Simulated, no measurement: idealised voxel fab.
process module | voxel self aligned vias
cross-section cut | 280 nm wide | cells 5 nm
A cross-section is a grid of square cells, given in bands from the top down. A band is one or more rows of cells.
Each band's line starts with the height of the band's top and of its bottom, in nm. Then come its materials from left to right, each with its width in nm. One material with "throughout" fills the band from edge to edge. "air" is empty space.
Height 0 is the level under which the wafer as received is all one material. The lowest band goes on downwards, as in "0 down".
A width such as "30 to 40" changes by the same amount from each row of cells to the next, from the band's top row to its bottom row.
"no change" after a step means that no cell of the cross-section changed.
closed voids: empty space of 8 cells or more with no open way to the top, each as width x height at its distance from the left edge, in nm
after a step's settings: what the simulator itself notes on the step
overlay nm, on a step with a mask: how far to the right of its planned place the mask lay; to the left if negative
plan
1 op RECEIVE | material Si
2 op CONFORMAL_DEP | material SiO2 | thk nm 10
3 op CONFORMAL_DEP | material SiCN | thk nm 5
4 op DIRECTIONAL_DEP | material lowk | thk nm 20
5 op DIRECTIONAL_DEP | material aC | thk nm 10
6 op PATTERN | tone open | mask id LINES | material resist | width nm 30 | pitch nm 65 | thk nm 30 | overlay nm 0
7 op DIRECTIONAL_ETCH | etch materials aC | depth nm 10
8 op STRIP | etch materials resist
9 op DIRECTIONAL_ETCH | etch materials lowk | depth nm 20
10 op STRIP | etch materials aC
11 op CONFORMAL_DEP | material TiN | thk nm 5
12 op FILL_DEP | material W | thk nm 10
13 op CMP | height nm 35
14 op SELECTIVE_ETCH | etch materials W Ru TiN | depth nm 5
15 op FILL_DEP | material SiN | thk nm 5
16 op CMP | height nm 35
17 op DIRECTIONAL_DEP | material lowk | thk nm 20
18 op PATTERN | tone open | mask id VIAS | material resist | width nm 40 | thk nm 20 | overlay nm 0
19 op DIRECTIONAL_ETCH | etch materials lowk | depth nm 20
20 op DIRECTIONAL_ETCH | etch materials SiN | depth nm 5
21 op STRIP | etch materials resist
22 op CONFORMAL_DEP | material TiN | thk nm 5
23 op FILL_DEP | material Cu | thk nm 5
24 op CMP | height nm 55
25 op CONFORMAL_DEP | material SiN | thk nm 5
as received, after step 1
  0 down: Si throughout
  closed voids: none
a wafer at the end: this start, this plan, one mistake
  60 to 55: SiN throughout
  55 to 35: lowk 85 | TiN 5 | Cu 30 | TiN 5 | lowk 155
  35 to 30: SiN 85 | TiN 40 | SiN 155
  30 to 25: TiN 95 | W 20 | TiN 45 | W 20 | TiN 100
  25 to 10: lowk 90 | TiN 5 | W 20 | TiN 5 | lowk 35 | TiN 5 | W 20 | TiN 5 | lowk 95
  10 to 5: lowk 90 | TiN 30 | lowk 35 | TiN 30 | lowk 95
  5 to 0: SiCN throughout
  0 down: Si throughout
  closed voids: none
what went wrong: step 2 was left out
